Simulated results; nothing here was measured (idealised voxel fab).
process module | voxel spacer lines
cross-section cut | 295 nm wide | cells 5 nm
A cross-section is a grid of square cells, given in bands from the top down. A band is one or more rows of cells.
Each band's line starts with the height of the band's top and of its bottom, in nm. Then come its materials from left to right, each with its width in nm. One material with "throughout" fills the band from edge to edge. "air" is empty space.
Height 0 is the level under which the wafer as received is all one material. The lowest band goes on downwards, as in "0 down".
A width such as "30 to 40" changes by the same amount from each row of cells to the next, from the band's top row to its bottom row.
"no change" after a step means that no cell of the cross-section changed.
closed voids: empty space of 8 cells or more with no open way to the top, each as width x height at its distance from the left edge, in nm
after a step's settings: what the simulator itself notes on the step
overlay nm, on a step with a mask: how far to the right of its planned place the mask lay; to the left if negative
plan
1 op RECEIVE | material Si
2 op CONFORMAL_DEP | material Al2O3 | thk nm 5
3 op DIRECTIONAL_DEP | material W | thk nm 15
4 op DIRECTIONAL_DEP | material aC | thk nm 20
5 op PATTERN | tone cover | mask id MANDREL | material resist | width nm 20 | pitch nm 60 | thk nm 25 | overlay nm 0
6 op DIRECTIONAL_ETCH | etch materials aC | depth nm 20
7 op STRIP | etch materials resist
8 op CONFORMAL_DEP | material SiN | thk nm 10
9 op DIRECTIONAL_ETCH | etch materials SiN | depth nm 10
10 op STRIP | etch materials aC
11 op DIRECTIONAL_ETCH | etch materials W | depth nm 15
12 op STRIP | etch materials SiN
13 op FILL_DEP | material lowk | thk nm 5
14 op CMP | height nm 20
as received, after step 1
  0 down: Si throughout
  closed voids: none
first wafer at the end, as planned
  20 to 5: lowk 65 | W 10 | lowk 20 | W 10 | lowk 20 | W 10 | lowk 20 | W 10 | lowk 20 | W 10 | lowk 20 | W 10 | lowk 70
  5 to 0: Al2O3 throughout
  0 down: Si throughout
  closed voids: none
second wafer at the end: like start, like plan, one mistake
  20 to 5: aC throughout
  5 to 0: Al2O3 throughout
  0 down: Si throughout
  closed voids: none
what went wrong: steps 3 and 4 were swapped
at the end the second wafer has, in cells: 36 fewer of W | 177 more of aC | 141 fewer of lowk
